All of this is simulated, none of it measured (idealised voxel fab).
process module | voxel transistor to metal
cross-section cut | 195 nm wide | cells 5 nm
A cross-section is a grid of square cells, given in bands from the top down. A band is one or more rows of cells.
Each band's line starts with the height of the band's top and of its bottom, in nm. Then come its materials from left to right, each with its width in nm. One material with "throughout" fills the band from edge to edge. "air" is empty space.
Height 0 is the level under which the wafer as received is all one material. The lowest band goes on downwards, as in "0 down".
A width such as "30 to 40" changes by the same amount from each row of cells to the next, from the band's top row to its bottom row.
"no change" after a step means that no cell of the cross-section changed.
closed voids: empty space of 8 cells or more with no open way to the top, each as width x height at its distance from the left edge, in nm
after a step's settings: what the simulator itself notes on the step
overlay nm, on a step with a mask: how far to the right of its planned place the mask lay; to the left if negative
plan
1 op RECEIVE | material Si
2 op OXIDIZE | depth nm 5
3 op CONFORMAL_DEP | material SiN | thk nm 10
4 op MASKED_ETCH | tone cover | mask id ACTIVE | width nm 115 | etch materials SiN | depth nm 10 | overlay nm 0
5 op MASKED_ETCH | tone cover | mask id ACTIVE | width nm 115 | etch materials SiO2 | depth nm 5 | overlay nm 0
6 op MASKED_ETCH | tone cover | mask id ACTIVE | width nm 115 | etch materials Si | depth nm 30 | overlay nm -15
7 op FILL_DEP | material SiO2 | thk nm 15
8 op CMP | height nm 10
9 op SELECTIVE_ETCH | etch materials SiO2 | depth nm 10
10 op STRIP | etch materials SiN
11 op SELECTIVE_ETCH | etch materials SiO2 | depth nm 5
12 op OXIDIZE | depth nm 5
13 op DIRECTIONAL_DEP | material polySi | thk nm 25
14 op DIRECTIONAL_DEP | material SiCN | thk nm 15
15 op PATTERN | tone cover | mask id GATE | material resist | width nm 35 | thk nm 15 | overlay nm 0
16 op DIRECTIONAL_ETCH | etch materials SiCN | depth nm 25
17 op DIRECTIONAL_ETCH | etch materials polySi | depth nm 35
18 op STRIP | etch materials resist
19 op CONFORMAL_DEP | material SiN | thk nm 10
20 op DIRECTIONAL_ETCH | etch materials SiN | depth nm 10
21 op DIRECTIONAL_ETCH | etch materials SiO2 | depth nm 5
22 op EPI | material SiGe | thk nm 5
23 op FILL_DEP | material SiO2 | thk nm 5
24 op CMP | height nm 20
25 op STRIP | etch materials polySi
26 op SELECTIVE_ETCH | etch materials SiO2 | depth nm 5
27 op CONFORMAL_DEP | material HfO2 | thk nm 5
28 op CONFORMAL_DEP | material TiN | thk nm 5
29 op FILL_DEP | material W | thk nm 10
30 op CMP | height nm 15
31 op DIRECTIONAL_DEP | material SiO2 | thk nm 10
32 op MASKED_ETCH | tone open | mask id CONTACT | width nm 15 | pitch nm 80 | etch materials SiO2 | depth nm 30 | overlay nm 0
33 op CONFORMAL_DEP | material TiN | thk nm 5
34 op FILL_DEP | material W | thk nm 10
35 op CMP | height nm 25
36 op CONFORMAL_DEP | material SiCN | thk nm 5
37 op DIRECTIONAL_DEP | material SiO2 | thk nm 15
38 op MASKED_ETCH | tone open | mask id METAL_1 | width nm 15 | pitch nm 80 | etch materials SiO2 | depth nm 15 | overlay nm 0
39 op MASKED_ETCH | tone open | mask id METAL_1 | width nm 15 | pitch nm 80 | etch materials SiCN | depth nm 5 | overlay nm 0
40 op CONFORMAL_DEP | material TiN | thk nm 5
41 op FILL_DEP | material W | thk nm 10
42 op CMP | height nm 45
43 op CONFORMAL_DEP | material SiCN | thk nm 5
44 op DIRECTIONAL_DEP | material SiO2 | thk nm 35
45 op MASKED_ETCH | tone open | mask id METAL_2 | width nm 15 | pitch nm 80 | etch materials SiO2 | depth nm 20 | overlay nm 0
46 op DIRECTIONAL_DEP | material aC | thk nm 15
47 op PATTERN | tone open | mask id METAL_2_HOLES | material resist | width nm 15 | pitch nm 80 | thk nm 30 | overlay nm 0
48 op DIRECTIONAL_ETCH | etch materials aC | depth nm 15
49 op STRIP | etch materials resist
50 op DIRECTIONAL_ETCH | etch materials SiO2 | depth nm 15
51 op DIRECTIONAL_ETCH | etch materials SiCN | depth nm 5
52 op STRIP | etch materials aC
53 op CONFORMAL_DEP | material TiN | thk nm 5
54 op FILL_DEP | material Ru | thk nm 10
55 op CMP | height nm 85
56 op CONFORMAL_DEP | material SiN | thk nm 5
varied across the wafers: overlay nm of step 6. The plan shows the first wafer's value. All wafers start alike
first wafer as received, after step 1
  0 down: Si throughout
  closed voids: none
first wafer at the end, after step 56
  90 to 85: SiN throughout
  85 to 50: SiO2 50 | TiN 5 | Ru 5 | TiN 5 | SiO2 65 | TiN 5 | Ru 5 | TiN 5 | SiO2 50
  50 to 45: SiCN 50 | TiN 15 | SiCN 65 | TiN 15 | SiCN 50
  45 to 30: SiO2 50 | TiN 5 | W 5 | TiN 5 | SiO2 65 | TiN 5 | W 5 | TiN 5 | SiO2 50
  30 to 25: SiCN 50 | TiN 15 | SiCN 65 | TiN 15 | SiCN 50
  25 to 15: SiO2 50 | TiN 5 | W 5 | TiN 5 | SiO2 65 | TiN 5 | W 5 | TiN 5 | SiO2 50
  15 to 0: SiO2 50 | TiN 5 | W 5 | TiN 5 | SiO2 5 | SiN 10 | HfO2 5 | TiN 5 | W 15 | TiN 5 | HfO2 5 | SiN 10 | SiO2 5 | TiN 5 | W 5 | TiN 5 | SiO2 50
  0 to -5: SiO2 50 | TiN 15 | SiO2 5 | SiN 10 | HfO2 5 | TiN 25 | HfO2 5 | SiN 10 | SiO2 5 | TiN 15 | SiO2 50
  -5 to -10: SiO2 20 | SiGe 50 | SiO2 5 | HfO2 45 | SiO2 5 | SiGe 35 | SiO2 35
  -10 to -35: SiO2 25 | Si 130 | SiO2 40
  -35 down: Si throughout
  closed voids: none
last wafer at the end
  90 to 85: SiN throughout
  85 to 50: SiO2 50 | TiN 5 | Ru 5 | TiN 5 | SiO2 65 | TiN 5 | Ru 5 | TiN 5 | SiO2 50
  50 to 45: SiCN 50 | TiN 15 | SiCN 65 | TiN 15 | SiCN 50
  45 to 30: SiO2 50 | TiN 5 | W 5 | TiN 5 | SiO2 65 | TiN 5 | W 5 | TiN 5 | SiO2 50
  30 to 25: SiCN 50 | TiN 15 | SiCN 65 | TiN 15 | SiCN 50
  25 to 15: SiO2 50 | TiN 5 | W 5 | TiN 5 | SiO2 65 | TiN 5 | W 5 | TiN 5 | SiO2 50
  15 to 0: SiO2 50 | TiN 5 | W 5 | TiN 5 | SiO2 5 | SiN 10 | HfO2 5 | TiN 5 | W 15 | TiN 5 | HfO2 5 | SiN 10 | SiO2 5 | TiN 5 | W 5 | TiN 5 | SiO2 50
  0 to -5: SiO2 50 | TiN 15 | SiO2 5 | SiN 10 | HfO2 5 | TiN 25 | HfO2 5 | SiN 10 | SiO2 5 | TiN 15 | SiO2 50
  -5 to -10: SiO2 35 | SiGe 35 | SiO2 5 | HfO2 45 | SiO2 5 | SiGe 50 | SiO2 20
  -10 to -35: SiO2 40 | Si 130 | SiO2 25
  -35 down: Si throughout
  closed voids: none
each wafer at the end: cells of each material gained (+) or lost (-) since it was received, then its closed voids
overlay nm -15 | +17 HfO2 | +14 Ru | -143 Si | +66 SiCN | +17 SiGe | +55 SiN | +562 SiO2 | +89 TiN | +25 W | closed voids: none
overlay nm -10 | +17 HfO2 | +14 Ru | -148 Si | +66 SiCN | +16 SiGe | +55 SiN | +568 SiO2 | +89 TiN | +25 W | closed voids: none
overlay nm -5 | +17 HfO2 | +14 Ru | -153 Si | +66 SiCN | +15 SiGe | +55 SiN | +574 SiO2 | +89 TiN | +25 W | closed voids: none
overlay nm 0 | +17 HfO2 | +14 Ru | -158 Si | +66 SiCN | +14 SiGe | +55 SiN | +580 SiO2 | +89 TiN | +25 W | closed voids: none
overlay nm 5 | +17 HfO2 | +14 Ru | -153 Si | +66 SiCN | +15 SiGe | +55 SiN | +574 SiO2 | +89 TiN | +25 W | closed voids: none
overlay nm 10 | +17 HfO2 | +14 Ru | -148 Si | +66 SiCN | +16 SiGe | +55 SiN | +568 SiO2 | +89 TiN | +25 W | closed voids: none
overlay nm 15 | +17 HfO2 | +14 Ru | -143 Si | +66 SiCN | +17 SiGe | +55 SiN | +562 SiO2 | +89 TiN | +25 W | closed voids: none
